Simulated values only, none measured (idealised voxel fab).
process module | voxel wiring stack
cross-section cut | 285 nm wide | cells 5 nm
A cross-section is a grid of square cells, given in bands from the top down. A band is one or more rows of cells.
Each band's line starts with the height of the band's top and of its bottom, in nm. Then come its materials from left to right, each with its width in nm. One material with "throughout" fills the band from edge to edge. "air" is empty space.
Height 0 is the level under which the wafer as received is all one material. The lowest band goes on downwards, as in "0 down".
A width such as "30 to 40" changes by the same amount from each row of cells to the next, from the band's top row to its bottom row.
"no change" after a step means that no cell of the cross-section changed.
closed voids: empty space of 8 cells or more with no open way to the top, each as width x height at its distance from the left edge, in nm
after a step's settings: what the simulator itself notes on the step
overlay nm, on a step with a mask: how far to the right of its planned place the mask lay; to the left if negative
plan
1 op RECEIVE | material Si
2 op CONFORMAL_DEP | material SiO2 | thk nm 15
3 op DIRECTIONAL_DEP | material TiN | thk nm 5
4 op DIRECTIONAL_DEP | material Ru | thk nm 15
5 op PATTERN | tone cover | mask id METAL_1 | material resist | width nm 25 | pitch nm 40 | thk nm 20 | overlay nm 0
6 op DIRECTIONAL_ETCH | etch materials Ru | depth nm 15
7 op DIRECTIONAL_ETCH | etch materials TiN | depth nm 5
8 op STRIP | etch materials resist
9 op CONFORMAL_DEP | material SiCN | thk nm 5
10 op FILL_DEP | material SiO2 | thk nm 10
11 op CMP | height nm 35
12 op CONFORMAL_DEP | material SiCN | thk nm 5
13 op DIRECTIONAL_DEP | material SiO2 | thk nm 25
14 op PATTERN | tone open | mask id METAL_2_HOLES | material resist | width nm 15 | pitch nm 40 | thk nm 20 | overlay nm 0
15 op DIRECTIONAL_ETCH | etch materials SiO2 | depth nm 25
16 op STRIP | etch materials resist
17 op DIRECTIONAL_DEP | material aC | thk nm 10
18 op PATTERN | tone open | mask id METAL_2 | material resist | width nm 25 | pitch nm 40 | thk nm 25 | overlay nm 0
19 op DIRECTIONAL_ETCH | etch materials aC | depth nm 10
20 op STRIP | etch materials resist
21 op DIRECTIONAL_ETCH | etch materials SiO2 | depth nm 15
22 op DIRECTIONAL_ETCH | etch materials SiCN | depth nm 5
23 op STRIP | etch materials aC
24 op CONFORMAL_DEP | material TiN | thk nm 5
25 op FILL_DEP | material Ru | thk nm 10
26 op CMP | height nm 65
27 op CONFORMAL_DEP | material SiN | thk nm 5
first wafer, as planned
as received, after step 1
  0 down: Si throughout
  closed voids: none
after step 2
  15 to 0: SiO2 throughout
  below 0: unchanged
after step 3
  20 to 15: TiN throughout
  below 15: unchanged
after step 4
  35 to 20: Ru throughout
  below 20: unchanged
after step 5
  55 to 35: air 90 | resist 25 | air 15 | resist 25 | air 15 | resist 25 | air 90
  below 35: unchanged
after step 6
  55 to 35: air 90 | resist 25 | air 15 | resist 25 | air 15 | resist 25 | air 90
  35 to 20: air 90 | Ru 25 | air 15 | Ru 25 | air 15 | Ru 25 | air 90
  below 20: unchanged
after step 7
  55 to 35: air 90 | resist 25 | air 15 | resist 25 | air 15 | resist 25 | air 90
  35 to 20: air 90 | Ru 25 | air 15 | Ru 25 | air 15 | Ru 25 | air 90
  20 to 15: air 90 | TiN 25 | air 15 | TiN 25 | air 15 | TiN 25 | air 90
  below 15: unchanged
after step 8
  35 to 20: air 90 | Ru 25 | air 15 | Ru 25 | air 15 | Ru 25 | air 90
  below 20: unchanged
after step 9
  40 to 35: air 85 | SiCN 35 | air 5 | SiCN 35 | air 5 | SiCN 35 | air 85
  35 to 20: air 85 | SiCN 5 | Ru 25 | SiCN 5 | air 5 | SiCN 5 | Ru 25 | SiCN 5 | air 5 | SiCN 5 | Ru 25 | SiCN 5 | air 85
  20 to 15: SiCN 90 | TiN 25 | SiCN 15 | TiN 25 | SiCN 15 | TiN 25 | SiCN 90
  below 15: unchanged
after step 10
  50 to 40: SiO2 throughout
  40 to 35: SiO2 85 | SiCN 35 | SiO2 5 | SiCN 35 | SiO2 5 | SiCN 35 | SiO2 85
  35 to 20: SiO2 85 | SiCN 5 | Ru 25 | SiCN 5 | SiO2 5 | SiCN 5 | Ru 25 | SiCN 5 | SiO2 5 | SiCN 5 | Ru 25 | SiCN 5 | SiO2 85
  below 20: unchanged
after step 11
  35 to 20: SiO2 85 | SiCN 5 | Ru 25 | SiCN 5 | SiO2 5 | SiCN 5 | Ru 25 | SiCN 5 | SiO2 5 | SiCN 5 | Ru 25 | SiCN 5 | SiO2 85
  below 20: unchanged
after step 12
  40 to 35: SiCN throughout
  below 35: unchanged
after step 13
  65 to 40: SiO2 throughout
  below 40: unchanged
after step 14
  85 to 65: resist 90 | air 15 | resist 25 | air 15 | resist 25 | air 15 | resist 100
  below 65: unchanged
after step 15
  85 to 65: resist 90 | air 15 | resist 25 | air 15 | resist 25 | air 15 | resist 100
  65 to 40: SiO2 90 | air 15 | SiO2 25 | air 15 | SiO2 25 | air 15 | SiO2 100
  below 40: unchanged
after step 16
  65 to 40: SiO2 90 | air 15 | SiO2 25 | air 15 | SiO2 25 | air 15 | SiO2 100
  below 40: unchanged
after step 17
  75 to 65: aC 90 | air 15 | aC 25 | air 15 | aC 25 | air 15 | aC 100
  65 to 50: SiO2 90 | air 15 | SiO2 25 | air 15 | SiO2 25 | air 15 | SiO2 100
  50 to 40: SiO2 90 | aC 15 | SiO2 25 | aC 15 | SiO2 25 | aC 15 | SiO2 100
  below 40: unchanged
after step 18
  100 to 75: resist 90 | air 25 | resist 15 | air 25 | resist 15 | air 25 | resist 90
  below 75: unchanged
after step 19
  90 to 75: resist 90 | air 25 | resist 15 | air 25 | resist 15 | air 25 | resist 90
  75 to 65: aC 90 | air 25 | aC 15 | air 25 | aC 15 | air 25 | aC 90
  65 to 40: SiO2 90 | air 15 | SiO2 25 | air 15 | SiO2 25 | air 15 | SiO2 100
  below 40: unchanged
after step 20
  75 to 65: aC 90 | air 25 | aC 15 | air 25 | aC 15 | air 25 | aC 90
  below 65: unchanged
after step 21
  75 to 65: aC 90 | air 25 | aC 15 | air 25 | aC 15 | air 25 | aC 90
  65 to 50: SiO2 90 | air 25 | SiO2 15 | air 25 | SiO2 15 | air 25 | SiO2 90
  below 50: unchanged
after step 22
  75 to 65: aC 90 | air 25 | aC 15 | air 25 | aC 15 | air 25 | aC 90
  65 to 50: SiO2 90 | air 25 | SiO2 15 | air 25 | SiO2 15 | air 25 | SiO2 90
  50 to 40: SiO2 90 | air 15 | SiO2 25 | air 15 | SiO2 25 | air 15 | SiO2 100
  40 to 35: SiCN 90 | air 15 | SiCN 25 | air 15 | SiCN 25 | air 15 | SiCN 100
  below 35: unchanged
after step 23
  65 to 50: SiO2 90 | air 25 | SiO2 15 | air 25 | SiO2 15 | air 25 | SiO2 90
  below 50: unchanged
after step 24
  70 to 65: TiN 95 | air 15 | TiN 25 | air 15 | TiN 25 | air 15 | TiN 95
  65 to 55: SiO2 90 | TiN 5 | air 15 | TiN 5 | SiO2 15 | TiN 5 | air 15 | TiN 5 | SiO2 15 | TiN 5 | air 15 | TiN 5 | SiO2 90
  55 to 50: SiO2 90 | TiN 5 | air 5 | TiN 15 | SiO2 15 | TiN 5 | air 5 | TiN 15 | SiO2 15 | TiN 5 | air 5 | TiN 15 | SiO2 90
  50 to 40: SiO2 90 | TiN 5 | air 5 | TiN 5 | SiO2 25 | TiN 5 | air 5 | TiN 5 | SiO2 25 | TiN 5 | air 5 | TiN 5 | SiO2 100
  40 to 35: SiCN 90 | TiN 15 | SiCN 25 | TiN 15 | SiCN 25 | TiN 15 | SiCN 100
  below 35: unchanged
after step 25
  80 to 70: Ru throughout
  70 to 65: TiN 95 | Ru 15 | TiN 25 | Ru 15 | TiN 25 | Ru 15 | TiN 95
  65 to 55: SiO2 90 | TiN 5 | Ru 15 | TiN 5 | SiO2 15 | TiN 5 | Ru 15 | TiN 5 | SiO2 15 | TiN 5 | Ru 15 | TiN 5 | SiO2 90
  55 to 50: SiO2 90 | TiN 5 | Ru 5 | TiN 15 | SiO2 15 | TiN 5 | Ru 5 | TiN 15 | SiO2 15 | TiN 5 | Ru 5 | TiN 15 | SiO2 90
  50 to 40: SiO2 90 | TiN 5 | Ru 5 | TiN 5 | SiO2 25 | TiN 5 | Ru 5 | TiN 5 | SiO2 25 | TiN 5 | Ru 5 | TiN 5 | SiO2 100
  below 40: unchanged
after step 26
  65 to 55: SiO2 90 | TiN 5 | Ru 15 | TiN 5 | SiO2 15 | TiN 5 | Ru 15 | TiN 5 | SiO2 15 | TiN 5 | Ru 15 | TiN 5 | SiO2 90
  below 55: unchanged
after step 27
  70 to 65: SiN throughout
  below 65: unchanged
second wafer: like start, like plan, one mistake. Through step 2 it matches the first wafer
when step 3 should have ended
  30 to 15: Ru throughout
  below 15: unchanged
when step 4 should have ended
  35 to 30: TiN throughout
  below 30: unchanged
when step 5 should have ended
  55 to 35: air 90 | resist 25 | air 15 | resist 25 | air 15 | resist 25 | air 90
  below 35: unchanged
when step 6 should have ended: no change
when step 7 should have ended
  55 to 35: air 90 | resist 25 | air 15 | resist 25 | air 15 | resist 25 | air 90
  35 to 30: air 90 | TiN 25 | air 15 | TiN 25 | air 15 | TiN 25 | air 90
  below 30: unchanged
when step 8 should have ended
  35 to 30: air 90 | TiN 25 | air 15 | TiN 25 | air 15 | TiN 25 | air 90
  below 30: unchanged
when step 9 should have ended
  40 to 35: air 85 | SiCN 35 | air 5 | SiCN 35 | air 5 | SiCN 35 | air 85
  35 to 30: SiCN 90 | TiN 25 | SiCN 15 | TiN 25 | SiCN 15 | TiN 25 | SiCN 90
  below 30: unchanged
when step 10 should have ended
  50 to 40: SiO2 throughout
  40 to 35: SiO2 85 | SiCN 35 | SiO2 5 | SiCN 35 | SiO2 5 | SiCN 35 | SiO2 85
  below 35: unchanged
when step 11 should have ended
  35 to 30: SiCN 90 | TiN 25 | SiCN 15 | TiN 25 | SiCN 15 | TiN 25 | SiCN 90
  below 30: unchanged
when step 12 should have ended
  40 to 35: SiCN throughout
  below 35: unchanged
when step 13 should have ended
  65 to 40: SiO2 throughout
  below 40: unchanged
when step 14 should have ended
  85 to 65: resist 90 | air 15 | resist 25 | air 15 | resist 25 | air 15 | resist 100
  below 65: unchanged
when step 15 should have ended
  85 to 65: resist 90 | air 15 | resist 25 | air 15 | resist 25 | air 15 | resist 100
  65 to 40: SiO2 90 | air 15 | SiO2 25 | air 15 | SiO2 25 | air 15 | SiO2 100
  below 40: unchanged
when step 16 should have ended
  65 to 40: SiO2 90 | air 15 | SiO2 25 | air 15 | SiO2 25 | air 15 | SiO2 100
  below 40: unchanged
when step 17 should have ended
  75 to 65: aC 90 | air 15 | aC 25 | air 15 | aC 25 | air 15 | aC 100
  65 to 50: SiO2 90 | air 15 | SiO2 25 | air 15 | SiO2 25 | air 15 | SiO2 100
  50 to 40: SiO2 90 | aC 15 | SiO2 25 | aC 15 | SiO2 25 | aC 15 | SiO2 100
  below 40: unchanged
when step 18 should have ended
  100 to 75: resist 90 | air 25 | resist 15 | air 25 | resist 15 | air 25 | resist 90
  below 75: unchanged
when step 19 should have ended
  90 to 75: resist 90 | air 25 | resist 15 | air 25 | resist 15 | air 25 | resist 90
  75 to 65: aC 90 | air 25 | aC 15 | air 25 | aC 15 | air 25 | aC 90
  65 to 40: SiO2 90 | air 15 | SiO2 25 | air 15 | SiO2 25 | air 15 | SiO2 100
  below 40: unchanged
when step 20 should have ended
  75 to 65: aC 90 | air 25 | aC 15 | air 25 | aC 15 | air 25 | aC 90
  below 65: unchanged
when step 21 should have ended
  75 to 65: aC 90 | air 25 | aC 15 | air 25 | aC 15 | air 25 | aC 90
  65 to 50: SiO2 90 | air 25 | SiO2 15 | air 25 | SiO2 15 | air 25 | SiO2 90
  below 50: unchanged
when step 22 should have ended
  75 to 65: aC 90 | air 25 | aC 15 | air 25 | aC 15 | air 25 | aC 90
  65 to 50: SiO2 90 | air 25 | SiO2 15 | air 25 | SiO2 15 | air 25 | SiO2 90
  50 to 40: SiO2 90 | air 15 | SiO2 25 | air 15 | SiO2 25 | air 15 | SiO2 100
  40 to 35: SiCN 90 | air 15 | SiCN 25 | air 15 | SiCN 25 | air 15 | SiCN 100
  below 35: unchanged
when step 23 should have ended
  65 to 50: SiO2 90 | air 25 | SiO2 15 | air 25 | SiO2 15 | air 25 | SiO2 90
  below 50: unchanged
when step 24 should have ended
  70 to 65: TiN 95 | air 15 | TiN 25 | air 15 | TiN 25 | air 15 | TiN 95
  65 to 55: SiO2 90 | TiN 5 | air 15 | TiN 5 | SiO2 15 | TiN 5 | air 15 | TiN 5 | SiO2 15 | TiN 5 | air 15 | TiN 5 | SiO2 90
  55 to 50: SiO2 90 | TiN 5 | air 5 | TiN 15 | SiO2 15 | TiN 5 | air 5 | TiN 15 | SiO2 15 | TiN 5 | air 5 | TiN 15 | SiO2 90
  50 to 40: SiO2 90 | TiN 5 | air 5 | TiN 5 | SiO2 25 | TiN 5 | air 5 | TiN 5 | SiO2 25 | TiN 5 | air 5 | TiN 5 | SiO2 100
  40 to 30: SiCN 90 | TiN 15 to 25 | SiCN 25 to 15 | TiN 15 to 25 | SiCN 25 to 15 | TiN 15 to 25 | SiCN 100 to 90
  below 30: unchanged
when step 25 should have ended
  80 to 70: Ru throughout
  70 to 65: TiN 95 | Ru 15 | TiN 25 | Ru 15 | TiN 25 | Ru 15 | TiN 95
  65 to 55: SiO2 90 | TiN 5 | Ru 15 | TiN 5 | SiO2 15 | TiN 5 | Ru 15 | TiN 5 | SiO2 15 | TiN 5 | Ru 15 | TiN 5 | SiO2 90
  55 to 50: SiO2 90 | TiN 5 | Ru 5 | TiN 15 | SiO2 15 | TiN 5 | Ru 5 | TiN 15 | SiO2 15 | TiN 5 | Ru 5 | TiN 15 | SiO2 90
  50 to 40: SiO2 90 | TiN 5 | Ru 5 | TiN 5 | SiO2 25 | TiN 5 | Ru 5 | TiN 5 | SiO2 25 | TiN 5 | Ru 5 | TiN 5 | SiO2 100
  below 40: unchanged
when step 26 should have ended
  65 to 55: SiO2 90 | TiN 5 | Ru 15 | TiN 5 | SiO2 15 | TiN 5 | Ru 15 | TiN 5 | SiO2 15 | TiN 5 | Ru 15 | TiN 5 | SiO2 90
  below 55: unchanged
when step 27 should have ended
  70 to 65: SiN throughout
  below 65: unchanged
what went wrong: steps 3 and 4 were swapped
at the end the second wafer has, in cells: 126 more of Ru | 18 fewer of SiCN | 108 fewer of SiO2
